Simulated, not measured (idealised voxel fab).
The following is a process module called voxel self aligned contacts.
Cross-sectional view cut (width: 250 nm; square cell size: 5 nm).
In what follows, cross-sections appear as grids of square cells, described through bands that run from the top down, where every band is one or more rows of cells.
Top height, bottom height, nm. Materials left to right, width each, nm. Single material + "edge to edge" = fills band edge to edge. "empty" = empty.
Height is counted from the level 0, under which the received wafer is composed throughout of one material. The lowest of the bands is not closed at the bottom but continues downward, in the notation "0 -> down".
Top row gets the first number, bottom row gets the second, and each row in between changes by the same step: that is how a band width like "30 to 40" works.
The cross-section has no changed cell in any step marked "nothing altered".
So "Enclosed internal voids" is basically the list of trapped voids: any empty space of 8 cells or more that can't reach the top through an opening. They're written width x height at distance, the distance being from the left edge, and it's all nm.
The remark found on a step's line after its settings is issued by the simulator itself and pertains to that step.
A step's line can hold "overlay nm"; with a mask on that step, the setting says how far right of the planned place the mask lay, while a negative setting says it lay to the left.

Steps planned for the process:
1) RECEIVE with material Si
2) OXIDIZE with depth nm 5
3) DIRECTIONAL_DEP with material polySi, thk nm 25
4) DIRECTIONAL_DEP with material SiN, thk nm 25
5) DIRECTIONAL_DEP with material aC, thk nm 15
6) PATTERN with tone cover, mask id GATE, material resist, width nm 25, pitch nm 65, thk nm 30, overlay nm 0
7) DIRECTIONAL_ETCH with etch materials aC, depth nm 15
8) STRIP with etch materials resist
9) DIRECTIONAL_ETCH with etch materials SiN, depth nm 25
10) DIRECTIONAL_ETCH with etch materials polySi, depth nm 25
11) STRIP with etch materials aC
12) CONFORMAL_DEP with material SiN, thk nm 10
13) DIRECTIONAL_ETCH with etch materials SiN, depth nm 10
14) FILL_DEP with material SiO2, thk nm 15
15) CMP with height nm 60
16) PATTERN with tone open, mask id CONTACT, material resist, width nm 50, pitch nm 65, thk nm 20, overlay nm 0
17) DIRECTIONAL_ETCH with etch materials SiO2, depth nm 65
18) STRIP with etch materials resist
19) CONFORMAL_DEP with material TiN, thk nm 5
20) FILL_DEP with material W, thk nm 5
21) CMP with height nm 60
22) CONFORMAL_DEP with material SiN, thk nm 5

First of two wafers: run as planned:

Wafer as received: cross-section following step 1:
	0 -> down: Si edge to edge
	Enclosed internal voids: none

Sectional view: wafer, after step 2:
	0 -> -5: SiO2 edge to edge
	Under the height -5 nothing was changed.

Sectional view: wafer, after step 3:
	25 -> 0: polySi edge to edge
	Under the height 0 nothing was changed.

Sectional view: wafer, after step 4:
	50 -> 25: SiN edge to edge
	Under the height 25 nothing was changed.

Sectional view: wafer, after step 5:
	65 -> 50: aC edge to edge
	Under the height 50 nothing was changed.

Sectional view: wafer, after step 6:
	95 -> 65: 45 empty, then 25 resist, then 40 empty, then 25 resist, then 40 empty, then 25 resist, then 50 empty
	Under the height 65 nothing was changed.

Sectional view: wafer, after step 7:
	80 -> 65: 45 empty, then 25 resist, then 40 empty, then 25 resist, then 40 empty, then 25 resist, then 50 empty
	65 -> 50: 45 empty, then 25 aC, then 40 empty, then 25 aC, then 40 empty, then 25 aC, then 50 empty
	Under the height 50 nothing was changed.

Sectional view: wafer, after step 8:
	65 -> 50: 45 empty, then 25 aC, then 40 empty, then 25 aC, then 40 empty, then 25 aC, then 50 empty
	Under the height 50 nothing was changed.

Sectional view: wafer, after step 9:
	65 -> 50: 45 empty, then 25 aC, then 40 empty, then 25 aC, then 40 empty, then 25 aC, then 50 empty
	50 -> 25: 45 empty, then 25 SiN, then 40 empty, then 25 SiN, then 40 empty, then 25 SiN, then 50 empty
	Under the height 25 nothing was changed.

Sectional view: wafer, after step 10:
	65 -> 50: 45 empty, then 25 aC, then 40 empty, then 25 aC, then 40 empty, then 25 aC, then 50 empty
	50 -> 25: 45 empty, then 25 SiN, then 40 empty, then 25 SiN, then 40 empty, then 25 SiN, then 50 empty
	25 -> 0: 45 empty, then 25 polySi, then 40 empty, then 25 polySi, then 40 empty, then 25 polySi, then 50 empty
	Under the height 0 nothing was changed.

Sectional view: wafer, after step 11:
	50 -> 25: 45 empty, then 25 SiN, then 40 empty, then 25 SiN, then 40 empty, then 25 SiN, then 50 empty
	Under the height 25 nothing was changed.

Sectional view: wafer, after step 12:
	60 -> 25: 35 empty, then 45 SiN, then 20 empty, then 45 SiN, then 20 empty, then 45 SiN, then 40 empty
	25 -> 10: 35 empty, then 10 SiN, then 25 polySi, then 10 SiN, then 20 empty, then 10 SiN, then 25 polySi, then 10 SiN, then 20 empty, then 10 SiN, then 25 polySi, then 10 SiN, then 40 empty
	10 -> 0: 45 SiN, then 25 polySi, then 40 SiN, then 25 polySi, then 40 SiN, then 25 polySi, then 50 SiN
	Under the height 0 nothing was changed.

Sectional view: wafer, after step 13:
	50 -> 25: 35 empty, then 45 SiN, then 20 empty, then 45 SiN, then 20 empty, then 45 SiN, then 40 empty
	25 -> 0: 35 empty, then 10 SiN, then 25 polySi, then 10 SiN, then 20 empty, then 10 SiN, then 25 polySi, then 10 SiN, then 20 empty, then 10 SiN, then 25 polySi, then 10 SiN, then 40 empty
	Under the height 0 nothing was changed.

Sectional view: wafer, after step 14:
	65 -> 50: SiO2 edge to edge
	50 -> 25: 35 SiO2, then 45 SiN, then 20 SiO2, then 45 SiN, then 20 SiO2, then 45 SiN, then 40 SiO2
	25 -> 0: 35 SiO2, then 10 SiN, then 25 polySi, then 10 SiN, then 20 SiO2, then 10 SiN, then 25 polySi, then 10 SiN, then 20 SiO2, then 10 SiN, then 25 polySi, then 10 SiN, then 40 SiO2
	Under the height 0 nothing was changed.

Sectional view: wafer, after step 15:
	60 -> 50: SiO2 edge to edge
	Under the height 50 nothing was changed.

Sectional view: wafer, after step 16:
	80 -> 60: 65 resist, then 50 empty, then 15 resist, then 50 empty, then 70 resist
	Under the height 60 nothing was changed.

Sectional view: wafer, after step 17:
	80 -> 60: 65 resist, then 50 empty, then 15 resist, then 50 empty, then 70 resist
	60 -> 50: 65 SiO2, then 50 empty, then 15 SiO2, then 50 empty, then 70 SiO2
	50 -> 25: 35 SiO2, then 45 SiN, then 20 empty, then 45 SiN, then 20 empty, then 45 SiN, then 40 SiO2
	25 -> 0: 35 SiO2, then 10 SiN, then 25 polySi, then 10 SiN, then 20 empty, then 10 SiN, then 25 polySi, then 10 SiN, then 20 empty, then 10 SiN, then 25 polySi, then 10 SiN, then 40 SiO2
	0 -> -5: 80 SiO2, then 20 empty, then 45 SiO2, then 20 empty, then 85 SiO2
	Under the height -5 nothing was changed.

Sectional view: wafer, after step 18:
	60 -> 50: 65 SiO2, then 50 empty, then 15 SiO2, then 50 empty, then 70 SiO2
	Under the height 50 nothing was changed.

Sectional view: wafer, after step 19:
	65 -> 60: 70 TiN, then 40 empty, then 25 TiN, then 40 empty, then 75 TiN
	60 -> 50: 65 SiO2, then 5 to 20 TiN, then 40 to 10 empty, then 5 to 20 TiN, then 15 SiO2, then 5 to 20 TiN, then 40 to 10 empty, then 5 to 20 TiN, then 70 SiO2
	50 -> 25: 35 SiO2, then 45 SiN, then 5 TiN, then 10 empty, then 5 TiN, then 45 SiN, then 5 TiN, then 10 empty, then 5 TiN, then 45 SiN, then 40 SiO2
	25 -> 0: 35 SiO2, then 10 SiN, then 25 polySi, then 10 SiN, then 5 TiN, then 10 empty, then 5 TiN, then 10 SiN, then 25 polySi, then 10 SiN, then 5 TiN, then 10 empty, then 5 TiN, then 10 SiN, then 25 polySi, then 10 SiN, then 40 SiO2
	0 -> -5: 80 SiO2, then 20 TiN, then 45 SiO2, then 20 TiN, then 85 SiO2
	Under the height -5 nothing was changed.

Sectional view: wafer, after step 20:
	70 -> 65: W edge to edge
	65 -> 60: 70 TiN, then 40 W, then 25 TiN, then 40 W, then 75 TiN
	60 -> 50: 65 SiO2, then 5 to 20 TiN, then 40 to 10 W, then 5 to 20 TiN, then 15 SiO2, then 5 to 20 TiN, then 40 to 10 W, then 5 to 20 TiN, then 70 SiO2
	50 -> 25: 35 SiO2, then 45 SiN, then 5 TiN, then 10 W, then 5 TiN, then 45 SiN, then 5 TiN, then 10 W, then 5 TiN, then 45 SiN, then 40 SiO2
	25 -> 0: 35 SiO2, then 10 SiN, then 25 polySi, then 10 SiN, then 5 TiN, then 10 W, then 5 TiN, then 10 SiN, then 25 polySi, then 10 SiN, then 5 TiN, then 10 W, then 5 TiN, then 10 SiN, then 25 polySi, then 10 SiN, then 40 SiO2
	Under the height 0 nothing was changed.

Sectional view: wafer, after step 21:
	60 -> 50: 65 SiO2, then 5 to 20 TiN, then 40 to 10 W, then 5 to 20 TiN, then 15 SiO2, then 5 to 20 TiN, then 40 to 10 W, then 5 to 20 TiN, then 70 SiO2
	Under the height 50 nothing was changed.

Sectional view: wafer, after step 22:
	65 -> 60: SiN edge to edge
	Under the height 60 nothing was changed.

Second Wafer (Identical Start and Plan, One Processing Error; Matches First Wafer Through Step 2):

Cross-sectional representation of the second wafer at the time designated in the plan for the completion of step 3:
	50 -> 0: polySi edge to edge
	Under the height 0 nothing was changed.

Cross-sectional representation of the second wafer at the time designated in the plan for the completion of step 4:
	75 -> 50: SiN edge to edge
	Under the height 50 nothing was changed.

Cross-sectional representation of the second wafer at the time designated in the plan for the completion of step 5:
	90 -> 75: aC edge to edge
	Under the height 75 nothing was changed.

Cross-sectional representation of the second wafer at the time designated in the plan for the completion of step 6:
	120 -> 90: 45 empty, then 25 resist, then 40 empty, then 25 resist, then 40 empty, then 25 resist, then 50 empty
	Under the height 90 nothing was changed.

Cross-sectional representation of the second wafer at the time designated in the plan for the completion of step 7:
	105 -> 90: 45 empty, then 25 resist, then 40 empty, then 25 resist, then 40 empty, then 25 resist, then 50 empty
	90 -> 75: 45 empty, then 25 aC, then 40 empty, then 25 aC, then 40 empty, then 25 aC, then 50 empty
	Under the height 75 nothing was changed.

Cross-sectional representation of the second wafer at the time designated in the plan for the completion of step 8:
	90 -> 75: 45 empty, then 25 aC, then 40 empty, then 25 aC, then 40 empty, then 25 aC, then 50 empty
	Under the height 75 nothing was changed.

Cross-sectional representation of the second wafer at the time designated in the plan for the completion of step 9:
	90 -> 75: 45 empty, then 25 aC, then 40 empty, then 25 aC, then 40 empty, then 25 aC, then 50 empty
	75 -> 50: 45 empty, then 25 SiN, then 40 empty, then 25 SiN, then 40 empty, then 25 SiN, then 50 empty
	Under the height 50 nothing was changed.

Cross-sectional representation of the second wafer at the time designated in the plan for the completion of step 10:
	90 -> 75: 45 empty, then 25 aC, then 40 empty, then 25 aC, then 40 empty, then 25 aC, then 50 empty
	75 -> 50: 45 empty, then 25 SiN, then 40 empty, then 25 SiN, then 40 empty, then 25 SiN, then 50 empty
	50 -> 25: 45 empty, then 25 polySi, then 40 empty, then 25 polySi, then 40 empty, then 25 polySi, then 50 empty
	Under the height 25 nothing was changed.

Cross-sectional representation of the second wafer at the time designated in the plan for the completion of step 11:
	75 -> 50: 45 empty, then 25 SiN, then 40 empty, then 25 SiN, then 40 empty, then 25 SiN, then 50 empty
	Under the height 50 nothing was changed.

Cross-sectional representation of the second wafer at the time designated in the plan for the completion of step 12:
	85 -> 50: 35 empty, then 45 SiN, then 20 empty, then 45 SiN, then 20 empty, then 45 SiN, then 40 empty
	50 -> 35: 35 empty, then 10 SiN, then 25 polySi, then 10 SiN, then 20 empty, then 10 SiN, then 25 polySi, then 10 SiN, then 20 empty, then 10 SiN, then 25 polySi, then 10 SiN, then 40 empty
	35 -> 25: 45 SiN, then 25 polySi, then 40 SiN, then 25 polySi, then 40 SiN, then 25 polySi, then 50 SiN
	Under the height 25 nothing was changed.

Cross-sectional representation of the second wafer at the time designated in the plan for the completion of step 13:
	75 -> 50: 35 empty, then 45 SiN, then 20 empty, then 45 SiN, then 20 empty, then 45 SiN, then 40 empty
	50 -> 25: 35 empty, then 10 SiN, then 25 polySi, then 10 SiN, then 20 empty, then 10 SiN, then 25 polySi, then 10 SiN, then 20 empty, then 10 SiN, then 25 polySi, then 10 SiN, then 40 empty
	Under the height 25 nothing was changed.

Cross-sectional representation of the second wafer at the time designated in the plan for the completion of step 14:
	90 -> 75: SiO2 edge to edge
	75 -> 50: 35 SiO2, then 45 SiN, then 20 SiO2, then 45 SiN, then 20 SiO2, then 45 SiN, then 40 SiO2
	50 -> 25: 35 SiO2, then 10 SiN, then 25 polySi, then 10 SiN, then 20 SiO2, then 10 SiN, then 25 polySi, then 10 SiN, then 20 SiO2, then 10 SiN, then 25 polySi, then 10 SiN, then 40 SiO2
	Under the height 25 nothing was changed.

Cross-sectional representation of the second wafer at the time designated in the plan for the completion of step 15:
	60 -> 50: 35 SiO2, then 45 SiN, then 20 SiO2, then 45 SiN, then 20 SiO2, then 45 SiN, then 40 SiO2
	Under the height 50 nothing was changed.

Cross-sectional representation of the second wafer at the time designated in the plan for the completion of step 16:
	80 -> 60: 65 resist, then 50 empty, then 15 resist, then 50 empty, then 70 resist
	Under the height 60 nothing was changed.

Cross-sectional representation of the second wafer at the time designated in the plan for the completion of step 17:
	80 -> 60: 65 resist, then 50 empty, then 15 resist, then 50 empty, then 70 resist
	60 -> 50: 35 SiO2, then 45 SiN, then 20 empty, then 45 SiN, then 20 empty, then 45 SiN, then 40 SiO2
	50 -> 25: 35 SiO2, then 10 SiN, then 25 polySi, then 10 SiN, then 20 empty, then 10 SiN, then 25 polySi, then 10 SiN, then 20 empty, then 10 SiN, then 25 polySi, then 10 SiN, then 40 SiO2
	Under the height 25 nothing was changed.

Cross-sectional representation of the second wafer at the time designated in the plan for the completion of step 18:
	60 -> 50: 35 SiO2, then 45 SiN, then 20 empty, then 45 SiN, then 20 empty, then 45 SiN, then 40 SiO2
	Under the height 50 nothing was changed.

Cross-sectional representation of the second wafer at the time designated in the plan for the completion of step 19:
	65 -> 60: 85 TiN, then 10 empty, then 55 TiN, then 10 empty, then 90 TiN
	60 -> 50: 35 SiO2, then 45 SiN, then 5 TiN, then 10 empty, then 5 TiN, then 45 SiN, then 5 TiN, then 10 empty, then 5 TiN, then 45 SiN, then 40 SiO2
	50 -> 30: 35 SiO2, then 10 SiN, then 25 polySi, then 10 SiN, then 5 TiN, then 10 empty, then 5 TiN, then 10 SiN, then 25 polySi, then 10 SiN, then 5 TiN, then 10 empty, then 5 TiN, then 10 SiN, then 25 polySi, then 10 SiN, then 40 SiO2
	30 -> 25: 35 SiO2, then 10 SiN, then 25 polySi, then 10 SiN, then 20 TiN, then 10 SiN, then 25 polySi, then 10 SiN, then 20 TiN, then 10 SiN, then 25 polySi, then 10 SiN, then 40 SiO2
	Under the height 25 nothing was changed.

Cross-sectional representation of the second wafer at the time designated in the plan for the completion of step 20:
	70 -> 65: W edge to edge
	65 -> 60: 85 TiN, then 10 W, then 55 TiN, then 10 W, then 90 TiN
	60 -> 50: 35 SiO2, then 45 SiN, then 5 TiN, then 10 W, then 5 TiN, then 45 SiN, then 5 TiN, then 10 W, then 5 TiN, then 45 SiN, then 40 SiO2
	50 -> 30: 35 SiO2, then 10 SiN, then 25 polySi, then 10 SiN, then 5 TiN, then 10 W, then 5 TiN, then 10 SiN, then 25 polySi, then 10 SiN, then 5 TiN, then 10 W, then 5 TiN, then 10 SiN, then 25 polySi, then 10 SiN, then 40 SiO2
	Under the height 30 nothing was changed.

Cross-sectional representation of the second wafer at the time designated in the plan for the completion of step 21:
	60 -> 50: 35 SiO2, then 45 SiN, then 5 TiN, then 10 W, then 5 TiN, then 45 SiN, then 5 TiN, then 10 W, then 5 TiN, then 45 SiN, then 40 SiO2
	Under the height 50 nothing was changed.

Cross-sectional representation of the second wafer at the time designated in the plan for the completion of step 22:
	65 -> 60: SiN edge to edge
	Under the height 60 nothing was changed.
What was done differently from what was planned? step 3 of the plan was carried out twice
The closing comparison, in cells, has the second wafer with more or fewer of some materials than the first: -81 SiN | -97 SiO2 | -36 TiN | -36 W | +250 polySi
